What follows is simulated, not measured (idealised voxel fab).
process module | voxel released beams
cross-section cut | 280 nm wide | cells 5 nm
A cross-section is a grid of square cells, given in bands from the top down. A band is one or more rows of cells.
Each band's line starts with the height of the band's top and of its bottom, in nm. Then come its materials from left to right, each with its width in nm. One material with "throughout" fills the band from edge to edge. "air" is empty space.
Height 0 is the level under which the wafer as received is all one material. The lowest band goes on downwards, as in "0 down".
A width such as "30 to 40" changes by the same amount from each row of cells to the next, from the band's top row to its bottom row.
"no change" after a step means that no cell of the cross-section changed.
closed voids: empty space of 8 cells or more with no open way to the top, each as width x height at its distance from the left edge, in nm
after a step's settings: what the simulator itself notes on the step
overlay nm, on a step with a mask: how far to the right of its planned place the mask lay; to the left if negative
plan
1 op RECEIVE | material Si
2 op CONFORMAL_DEP | material Al2O3 | thk nm 10
3 op DIRECTIONAL_DEP | material SiO2 | thk nm 15
4 op DIRECTIONAL_DEP | material aC | thk nm 15
5 op PATTERN | tone open | mask id ANCHOR | material resist | width nm 40 | thk nm 30 | overlay nm 0
6 op DIRECTIONAL_ETCH | etch materials aC | depth nm 15
7 op STRIP | etch materials resist
8 op DIRECTIONAL_ETCH | etch materials SiO2 | depth nm 15
9 op STRIP | etch materials aC
10 op CONFORMAL_DEP | material SiN | thk nm 15
11 op DIRECTIONAL_DEP | material aC | thk nm 15
12 op PATTERN | tone cover | mask id BEAM | material resist | width nm 110 | thk nm 35 | overlay nm 0
13 op DIRECTIONAL_ETCH | etch materials aC | depth nm 15
14 op STRIP | etch materials resist
15 op DIRECTIONAL_ETCH | etch materials SiN | depth nm 15
16 op STRIP | etch materials aC
17 op STRIP | etch materials SiO2
first wafer, as planned
as received, after step 1
  0 down: Si throughout
  closed voids: none
after step 2
  10 to 0: Al2O3 throughout
  below 0: unchanged
after step 3
  25 to 10: SiO2 throughout
  below 10: unchanged
after step 4
  40 to 25: aC throughout
  below 25: unchanged
after step 5
  70 to 40: resist 85 | air 40 | resist 155
  below 40: unchanged
after step 6
  55 to 40: resist 85 | air 40 | resist 155
  40 to 25: aC 85 | air 40 | aC 155
  below 25: unchanged
after step 7
  40 to 25: aC 85 | air 40 | aC 155
  below 25: unchanged
after step 8
  40 to 25: aC 85 | air 40 | aC 155
  25 to 10: SiO2 85 | air 40 | SiO2 155
  below 10: unchanged
after step 9
  25 to 10: SiO2 85 | air 40 | SiO2 155
  below 10: unchanged
after step 10
  40 to 25: SiN 100 | air 10 | SiN 170
  25 to 10: SiO2 85 | SiN 40 | SiO2 155
  below 10: unchanged
after step 11
  55 to 40: aC 100 | air 10 | aC 170
  40 to 25: SiN 100 | aC 10 | SiN 170
  below 25: unchanged
after step 12
  90 to 55: air 80 | resist 110 | air 90
  55 to 40: aC 100 | resist 10 | aC 170
  below 40: unchanged
after step 13
  75 to 55: air 80 | resist 110 | air 90
  55 to 40: air 80 | aC 20 | resist 10 | aC 80 | air 90
  below 40: unchanged
after step 14
  55 to 40: air 80 | aC 20 | air 10 | aC 80 | air 90
  below 40: unchanged
after step 15
  55 to 40: air 80 | aC 20 | air 10 | aC 80 | air 90
  40 to 25: air 80 | SiN 20 | aC 10 | SiN 80 | air 90
  below 25: unchanged
after step 16
  40 to 25: air 80 | SiN 20 | air 10 | SiN 80 | air 90
  below 25: unchanged
after step 17
  40 to 25: air 80 | SiN 20 | air 10 | SiN 80 | air 90
  25 to 10: air 85 | SiN 40 | air 155
  below 10: unchanged
second wafer: like start, like plan, one mistake. Through step 1 it matches the first wafer
when step 2 should have ended: no change
when step 3 should have ended
  15 to 0: SiO2 throughout
  below 0: unchanged
when step 4 should have ended
  30 to 15: aC throughout
  below 15: unchanged
when step 5 should have ended
  60 to 30: resist 85 | air 40 | resist 155
  below 30: unchanged
when step 6 should have ended
  45 to 30: resist 85 | air 40 | resist 155
  30 to 15: aC 85 | air 40 | aC 155
  below 15: unchanged
when step 7 should have ended
  30 to 15: aC 85 | air 40 | aC 155
  below 15: unchanged
when step 8 should have ended
  30 to 15: aC 85 | air 40 | aC 155
  15 to 0: SiO2 85 | air 40 | SiO2 155
  below 0: unchanged
when step 9 should have ended
  15 to 0: SiO2 85 | air 40 | SiO2 155
  below 0: unchanged
when step 10 should have ended
  30 to 15: SiN 100 | air 10 | SiN 170
  15 to 0: SiO2 85 | SiN 40 | SiO2 155
  below 0: unchanged
when step 11 should have ended
  45 to 30: aC 100 | air 10 | aC 170
  30 to 15: SiN 100 | aC 10 | SiN 170
  below 15: unchanged
when step 12 should have ended
  80 to 45: air 80 | resist 110 | air 90
  45 to 30: aC 100 | resist 10 | aC 170
  below 30: unchanged
when step 13 should have ended
  65 to 45: air 80 | resist 110 | air 90
  45 to 30: air 80 | aC 20 | resist 10 | aC 80 | air 90
  below 30: unchanged
when step 14 should have ended
  45 to 30: air 80 | aC 20 | air 10 | aC 80 | air 90
  below 30: unchanged
when step 15 should have ended
  45 to 30: air 80 | aC 20 | air 10 | aC 80 | air 90
  30 to 15: air 80 | SiN 20 | aC 10 | SiN 80 | air 90
  below 15: unchanged
when step 16 should have ended
  30 to 15: air 80 | SiN 20 | air 10 | SiN 80 | air 90
  below 15: unchanged
when step 17 should have ended
  30 to 15: air 80 | SiN 20 | air 10 | SiN 80 | air 90
  15 to 0: air 85 | SiN 40 | air 155
  below 0: unchanged
what went wrong: step 2 was left out
at the end the second wafer has, in cells: 112 fewer of Al2O3
